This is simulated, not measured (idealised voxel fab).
process module | voxel trench capacitor
cross-section cut | 290 nm wide | cells 5 nm
A cross-section is a grid of square cells, given in bands from the top down. A band is one or more rows of cells.
Each band's line starts with the height of the band's top and of its bottom, in nm. Then come its materials from left to right, each with its width in nm. One material with "throughout" fills the band from edge to edge. "air" is empty space.
Height 0 is the level under which the wafer as received is all one material. The lowest band goes on downwards, as in "0 down".
A width such as "30 to 40" changes by the same amount from each row of cells to the next, from the band's top row to its bottom row.
"no change" after a step means that no cell of the cross-section changed.
closed voids: empty space of 8 cells or more with no open way to the top, each as width x height at its distance from the left edge, in nm
after a step's settings: what the simulator itself notes on the step
overlay nm, on a step with a mask: how far to the right of its planned place the mask lay; to the left if negative
plan
1 op RECEIVE | material Si
2 op CONFORMAL_DEP | material SiN | thk nm 5
3 op DIRECTIONAL_DEP | material aC | thk nm 15
4 op PATTERN | tone open | mask id TRENCH | material resist | width nm 20 | pitch nm 35 | thk nm 30 | overlay nm 0
5 op DIRECTIONAL_ETCH | etch materials aC | depth nm 15
6 op STRIP | etch materials resist
7 op DIRECTIONAL_ETCH | etch materials SiN | depth nm 5
8 op DIRECTIONAL_ETCH | etch materials Si | depth nm 30
9 op STRIP | etch materials aC
10 op CONFORMAL_DEP | material Al2O3 | thk nm 5
11 op FILL_DEP | material polySi | thk nm 10
12 op CMP | height nm 5
first wafer, as planned
as received, after step 1
  0 down: Si throughout
  closed voids: none
after step 2
  5 to 0: SiN throughout
  below 0: unchanged
after step 3
  20 to 5: aC throughout
  below 5: unchanged
after step 4
  50 to 20: resist 115 | air 20 | resist 15 | air 20 | resist 120
  below 20: unchanged
after step 5
  35 to 20: resist 115 | air 20 | resist 15 | air 20 | resist 120
  20 to 5: aC 115 | air 20 | aC 15 | air 20 | aC 120
  below 5: unchanged
after step 6
  20 to 5: aC 115 | air 20 | aC 15 | air 20 | aC 120
  below 5: unchanged
after step 7
  20 to 5: aC 115 | air 20 | aC 15 | air 20 | aC 120
  5 to 0: SiN 115 | air 20 | SiN 15 | air 20 | SiN 120
  below 0: unchanged
after step 8
  20 to 5: aC 115 | air 20 | aC 15 | air 20 | aC 120
  5 to 0: SiN 115 | air 20 | SiN 15 | air 20 | SiN 120
  0 to -30: Si 115 | air 20 | Si 15 | air 20 | Si 120
  below -30: unchanged
after step 9
  5 to 0: SiN 115 | air 20 | SiN 15 | air 20 | SiN 120
  below 0: unchanged
after step 10
  10 to 5: Al2O3 120 | air 10 | Al2O3 25 | air 10 | Al2O3 125
  5 to 0: SiN 115 | Al2O3 5 | air 10 | Al2O3 5 | SiN 15 | Al2O3 5 | air 10 | Al2O3 5 | SiN 120
  0 to -25: Si 115 | Al2O3 5 | air 10 | Al2O3 5 | Si 15 | Al2O3 5 | air 10 | Al2O3 5 | Si 120
  -25 to -30: Si 115 | Al2O3 20 | Si 15 | Al2O3 20 | Si 120
  below -30: unchanged
after step 11
  20 to 10: polySi throughout
  10 to 5: Al2O3 120 | polySi 10 | Al2O3 25 | polySi 10 | Al2O3 125
  5 to 0: SiN 115 | Al2O3 5 | polySi 10 | Al2O3 5 | SiN 15 | Al2O3 5 | polySi 10 | Al2O3 5 | SiN 120
  0 to -25: Si 115 | Al2O3 5 | polySi 10 | Al2O3 5 | Si 15 | Al2O3 5 | polySi 10 | Al2O3 5 | Si 120
  below -25: unchanged
after step 12
  5 to 0: SiN 115 | Al2O3 5 | polySi 10 | Al2O3 5 | SiN 15 | Al2O3 5 | polySi 10 | Al2O3 5 | SiN 120
  below 0: unchanged
second wafer: like start, like plan, one mistake. Through step 1 it matches the first wafer
when step 2 should have ended
  5 to 0: polySi throughout
  below 0: unchanged
when step 3 should have ended
  20 to 5: aC throughout
  below 5: unchanged
when step 4 should have ended
  50 to 20: resist 115 | air 20 | resist 15 | air 20 | resist 120
  below 20: unchanged
when step 5 should have ended
  35 to 20: resist 115 | air 20 | resist 15 | air 20 | resist 120
  20 to 5: aC 115 | air 20 | aC 15 | air 20 | aC 120
  below 5: unchanged
when step 6 should have ended
  20 to 5: aC 115 | air 20 | aC 15 | air 20 | aC 120
  below 5: unchanged
when step 7 should have ended: no change
when step 8 should have ended
  20 to 5: aC 115 | air 20 | aC 15 | air 20 | aC 120
  5 to 0: polySi 115 | air 20 | polySi 15 | air 20 | polySi 120
  0 to -25: Si 115 | air 20 | Si 15 | air 20 | Si 120
  below -25: unchanged
when step 9 should have ended
  5 to 0: polySi 115 | air 20 | polySi 15 | air 20 | polySi 120
  below 0: unchanged
when step 10 should have ended
  10 to 5: Al2O3 120 | air 10 | Al2O3 25 | air 10 | Al2O3 125
  5 to 0: polySi 115 | Al2O3 5 | air 10 | Al2O3 5 | polySi 15 | Al2O3 5 | air 10 | Al2O3 5 | polySi 120
  0 to -20: Si 115 | Al2O3 5 | air 10 | Al2O3 5 | Si 15 | Al2O3 5 | air 10 | Al2O3 5 | Si 120
  -20 to -25: Si 115 | Al2O3 20 | Si 15 | Al2O3 20 | Si 120
  below -25: unchanged
when step 11 should have ended
  20 to 10: polySi throughout
  10 to 5: Al2O3 120 | polySi 10 | Al2O3 25 | polySi 10 | Al2O3 125
  5 to 0: polySi 115 | Al2O3 5 | polySi 10 | Al2O3 5 | polySi 15 | Al2O3 5 | polySi 10 | Al2O3 5 | polySi 120
  0 to -20: Si 115 | Al2O3 5 | polySi 10 | Al2O3 5 | Si 15 | Al2O3 5 | polySi 10 | Al2O3 5 | Si 120
  below -20: unchanged
when step 12 should have ended
  5 to 0: polySi 115 | Al2O3 5 | polySi 10 | Al2O3 5 | polySi 15 | Al2O3 5 | polySi 10 | Al2O3 5 | polySi 120
  below 0: unchanged
what went wrong: step 2 ran as: op CONFORMAL_DEP | material polySi | thk nm 5
at the end the second wafer has, in cells: 4 fewer of Al2O3 | 8 more of Si | 50 fewer of SiN | 46 more of polySi
